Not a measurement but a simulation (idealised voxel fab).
Proc. module: voxel gate over fins
140 nm wide, 5 nm square cells: that's cross-section cut.
If you're reading a cross-section in this doc, picture square cells in a grid; it comes to you as bands, top ones listed first down to the bottom, and a band can be one or more rows of cells.
What a band's entry tells you: where the top is and where the bottom is, as heights in nm, and after that what lies inside, material by material from left to right, each with its width in nm. Empty space is written as the word "blank", and a single material marked with the word "edge to edge" occupies the band from edge to edge.
Convention: height 0 is the level below which the wafer, as received, is all one material. The lowest band does not terminate at the bottom but continues downward, represented as "0 and below".
Graded width ("30 to 40"): value in top row of band = first number; value in bottom row = second number; row-to-row change constant.
Any step labelled "nothing was modified" changed none of the cells in the cross-section.
Closed-off voids of 8+ cells (no open route to the top) go in "Closed void entries", written width x height at distance from the left edge, in nm.
The remark found on a step's line after its settings is issued by the simulator itself and pertains to that step.
"overlay nm" answers the question of how far to the right of plan the mask lay on a step that has a mask, and when it is negative the answer is to the left.
### The following list gives the planned process steps
1. RECEIVE [material Si]
2. CONFORMAL_DEP [material SiN] [thk nm 5]
3. DIRECTIONAL_DEP [material aC] [thk nm 15]
4. PATTERN [tone cover] [mask id FINS] [material resist] [width nm 15] [pitch nm 45] [thk nm 30] [overlay nm 0]
5. DIRECTIONAL_ETCH [etch materials aC] [depth nm 15]
6. STRIP [etch materials resist]
7. DIRECTIONAL_ETCH [etch materials SiN] [depth nm 5]
8. DIRECTIONAL_ETCH [etch materials Si] [depth nm 40]
9. STRIP [etch materials aC]
10. FILL_DEP [material SiO2] [thk nm 15]
11. CMP [height nm 5]
12. SELECTIVE_ETCH [etch materials SiO2] [depth nm 20]
13. STRIP [etch materials SiN]
14. CONFORMAL_DEP [material HfO2] [thk nm 5]
15. CONFORMAL_DEP [material TiN] [thk nm 5]
16. FILL_DEP [material W] [thk nm 10]
17. CMP [height nm 15]
18. CONFORMAL_DEP [material SiCN] [thk nm 5]
### Incoming wafer, cross-sectional view, post step 1
0 and below: Si edge to edge
Closed void entries: none
### First wafer of two, sectioned at end of module; run went per plan
20 down to 15: SiCN edge to edge
15 down to 10: W edge to edge
10 down to 5: W (30); TiN (35); W (10); TiN (35); W (30)
5 down to 0: W (30); TiN (5); HfO2 (25); TiN (5); W (10); TiN (5); HfO2 (25); TiN (5); W (30)
0 down to -5: W (30); TiN (5); HfO2 (5); Si (15); HfO2 (5); TiN (5); W (10); TiN (5); HfO2 (5); Si (15); HfO2 (5); TiN (5); W (30)
-5 down to -10: TiN (35); HfO2 (5); Si (15); HfO2 (5); TiN (20); HfO2 (5); Si (15); HfO2 (5); TiN (35)
-10 down to -15: HfO2 (40); Si (15); HfO2 (30); Si (15); HfO2 (40)
-15 down to -40: SiO2 (40); Si (15); SiO2 (30); Si (15); SiO2 (40)
-40 and below: Si edge to edge
Closed void entries: none
### Cross-section at end of module for the second wafer of two, which matched the first in starting point and plan and differed by one mistake in its processing
20 down to 15: SiCN edge to edge
15 down to 10: W edge to edge
10 down to 5: W (35); TiN (35); W (10); TiN (35); W (25)
5 down to 0: W (35); TiN (5); HfO2 (25); TiN (5); W (10); TiN (5); HfO2 (25); TiN (5); W (25)
0 down to -5: W (35); TiN (5); HfO2 (5); Si (15); HfO2 (5); TiN (5); W (10); TiN (5); HfO2 (5); Si (15); HfO2 (5); TiN (5); W (25)
-5 down to -10: TiN (40); HfO2 (5); Si (15); HfO2 (5); TiN (20); HfO2 (5); Si (15); HfO2 (5); TiN (30)
-10 down to -15: HfO2 (45); Si (15); HfO2 (30); Si (15); HfO2 (35)
-15 down to -40: SiO2 (45); Si (15); SiO2 (30); Si (15); SiO2 (35)
-40 and below: Si edge to edge
Closed void entries: none
What went wrong in running the wafer? heads up, step 4 didn't go per plan, it actually ran as PATTERN [tone cover] [mask id FINS] [material resist] [width nm 15] [pitch nm 45] [thk nm 30] [overlay nm 5]
End check, second vs first wafer: material counts in cells match, positions do not.
